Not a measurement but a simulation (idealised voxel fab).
process module | voxel self aligned contacts
cross-section cut | 295 nm wide | cells 5 nm
A cross-section is a grid of square cells, given in bands from the top down. A band is one or more rows of cells.
Each band's line starts with the height of the band's top and of its bottom, in nm. Then come its materials from left to right, each with its width in nm. One material with "throughout" fills the band from edge to edge. "air" is empty space.
Height 0 is the level under which the wafer as received is all one material. The lowest band goes on downwards, as in "0 down".
A width such as "30 to 40" changes by the same amount from each row of cells to the next, from the band's top row to its bottom row.
"no change" after a step means that no cell of the cross-section changed.
closed voids: empty space of 8 cells or more with no open way to the top, each as width x height at its distance from the left edge, in nm
after a step's settings: what the simulator itself notes on the step
overlay nm, on a step with a mask: how far to the right of its planned place the mask lay; to the left if negative
plan
1 op RECEIVE | material Si
2 op CONFORMAL_DEP | material SiO2 | thk nm 5
3 op DIRECTIONAL_DEP | material polySi | thk nm 20
4 op DIRECTIONAL_DEP | material SiN | thk nm 25
5 op DIRECTIONAL_DEP | material aC | thk nm 15
6 op PATTERN | tone cover | mask id GATE | material resist | width nm 25 | pitch nm 65 | thk nm 30 | overlay nm -15
7 op DIRECTIONAL_ETCH | etch materials aC | depth nm 15
8 op STRIP | etch materials resist
9 op DIRECTIONAL_ETCH | etch materials SiN | depth nm 25
10 op DIRECTIONAL_ETCH | etch materials polySi | depth nm 20
11 op STRIP | etch materials aC
12 op CONFORMAL_DEP | material SiN | thk nm 10
13 op DIRECTIONAL_ETCH | etch materials SiN | depth nm 10
14 op FILL_DEP | material SiO2 | thk nm 15
15 op CMP | height nm 60
16 op DIRECTIONAL_DEP | material aC | thk nm 10
17 op PATTERN | tone open | mask id CONTACT | material resist | width nm 50 | pitch nm 65 | thk nm 25 | overlay nm 0
18 op DIRECTIONAL_ETCH | etch materials aC | depth nm 10
19 op STRIP | etch materials resist
20 op DIRECTIONAL_ETCH | etch materials SiO2 | depth nm 60
21 op STRIP | etch materials aC
22 op CONFORMAL_DEP | material TiN | thk nm 5
23 op FILL_DEP | material Ru | thk nm 10
24 op CMP | height nm 60
25 op CONFORMAL_DEP | material SiN | thk nm 5
varied across the wafers: overlay nm of step 6. The plan shows the first wafer's value. All wafers start alike
first wafer as received, after step 1
  0 down: Si throughout
  closed voids: none
first wafer at the end, after step 25
  65 to 60: SiN throughout
  60 to 50: SiO2 90 | TiN 5 | Ru 40 to 10 | TiN 5 to 35 | SiO2 15 | TiN 5 | Ru 40 to 10 | TiN 5 to 35 | SiO2 90
  50 to 25: SiO2 45 | SiN 45 | TiN 5 | Ru 10 | TiN 5 | SiN 45 | TiN 5 | Ru 10 | TiN 5 | SiN 45 | SiO2 75
  25 to 5: SiO2 45 | SiN 10 | polySi 25 | SiN 10 | TiN 5 | Ru 10 | TiN 5 | SiN 10 | polySi 25 | SiN 10 | TiN 5 | Ru 10 | TiN 5 | SiN 10 | polySi 25 | SiN 10 | SiO2 75
  5 to 0: SiO2 90 | TiN 20 | SiO2 45 | TiN 20 | SiO2 120
  0 down: Si throughout
  closed voids: none
last wafer at the end
  65 to 60: SiN throughout
  60 to 50: SiO2 90 | TiN 5 to 35 | Ru 40 to 10 | TiN 5 | SiO2 15 | TiN 5 to 35 | Ru 40 to 10 | TiN 5 | SiO2 90
  50 to 25: SiO2 75 | SiN 45 | TiN 5 | Ru 10 | TiN 5 | SiN 45 | TiN 5 | Ru 10 | TiN 5 | SiN 45 | SiO2 45
  25 to 5: SiO2 75 | SiN 10 | polySi 25 | SiN 10 | TiN 5 | Ru 10 | TiN 5 | SiN 10 | polySi 25 | SiN 10 | TiN 5 | Ru 10 | TiN 5 | SiN 10 | polySi 25 | SiN 10 | SiO2 45
  5 to 0: SiO2 120 | TiN 20 | SiO2 45 | TiN 20 | SiO2 90
  0 down: Si throughout
  closed voids: none
each wafer at the end: cells of each material gained (+) or lost (-) since it was received, then its closed voids
overlay nm -15 | +56 Ru | +242 SiN | +345 SiO2 | +64 TiN | +60 polySi | closed voids: none
overlay nm -10 | +56 Ru | +242 SiN | +345 SiO2 | +64 TiN | +60 polySi | closed voids: none
overlay nm -5 | +56 Ru | +242 SiN | +345 SiO2 | +64 TiN | +60 polySi | closed voids: none
overlay nm 0 | +56 Ru | +242 SiN | +345 SiO2 | +64 TiN | +60 polySi | closed voids: none
overlay nm 5 | +56 Ru | +242 SiN | +345 SiO2 | +64 TiN | +60 polySi | closed voids: none
overlay nm 10 | +56 Ru | +242 SiN | +345 SiO2 | +64 TiN | +60 polySi | closed voids: none
overlay nm 15 | +56 Ru | +242 SiN | +345 SiO2 | +64 TiN | +60 polySi | closed voids: none
